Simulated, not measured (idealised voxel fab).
process module | voxel double patterning
cross-section cut | 205 nm wide | cells 5 nm
A cross-section is a grid of square cells, given in bands from the top down. A band is one or more rows of cells.
Each band's line starts with the height of the band's top and of its bottom, in nm. Then come its materials from left to right, each with its width in nm. One material with "throughout" fills the band from edge to edge. "air" is empty space.
Height 0 is the level under which the wafer as received is all one material. The lowest band goes on downwards, as in "0 down".
A width such as "30 to 40" changes by the same amount from each row of cells to the next, from the band's top row to its bottom row.
"no change" after a step means that no cell of the cross-section changed.
closed voids: empty space of 8 cells or more with no open way to the top, each as width x height at its distance from the left edge, in nm
after a step's settings: what the simulator itself notes on the step
overlay nm, on a step with a mask: how far to the right of its planned place the mask lay; to the left if negative
plan
1 op RECEIVE | material Si
2 op CONFORMAL_DEP | material SiO2 | thk nm 10
3 op DIRECTIONAL_DEP | material TiN | thk nm 10
4 op DIRECTIONAL_DEP | material SiN | thk nm 5
5 op MASKED_ETCH | tone open | mask id FIRST | width nm 15 | pitch nm 50 | etch materials SiN | depth nm 5 | overlay nm 0
6 op DIRECTIONAL_DEP | material aC | thk nm 15
7 op PATTERN | tone open | mask id SECOND | material resist | width nm 15 | pitch nm 50 | thk nm 30 | overlay nm -15
8 op DIRECTIONAL_ETCH | etch materials aC | depth nm 15
9 op STRIP | etch materials resist
10 op DIRECTIONAL_ETCH | etch materials SiN | depth nm 5
11 op STRIP | etch materials aC
12 op DIRECTIONAL_ETCH | etch materials TiN | depth nm 10
13 op STRIP | etch materials SiN
varied across the wafers: overlay nm of step 7. The plan shows the first wafer's value. All wafers start alike
first wafer as received, after step 1
  0 down: Si throughout
  closed voids: none
first wafer at the end, after step 13
  20 to 10: TiN 45 | air 25 | TiN 25 | air 25 | TiN 25 | air 15 | TiN 45
  10 to 0: SiO2 throughout
  0 down: Si throughout
  closed voids: none
last wafer at the end
  20 to 10: TiN 45 | air 15 | TiN 25 | air 25 | TiN 25 | air 25 | TiN 45
  10 to 0: SiO2 throughout
  0 down: Si throughout
  closed voids: none
each wafer at the end: cells of each material gained (+) or lost (-) since it was received, then its closed voids
overlay nm -15 | +82 SiO2 | +56 TiN | closed voids: none
overlay nm -10 | +82 SiO2 | +52 TiN | closed voids: none
overlay nm -5 | +82 SiO2 | +52 TiN | closed voids: none
overlay nm 0 | +82 SiO2 | +52 TiN | closed voids: none
overlay nm 5 | +82 SiO2 | +52 TiN | closed voids: none
overlay nm 10 | +82 SiO2 | +52 TiN | closed voids: none
overlay nm 15 | +82 SiO2 | +56 TiN | closed voids: none
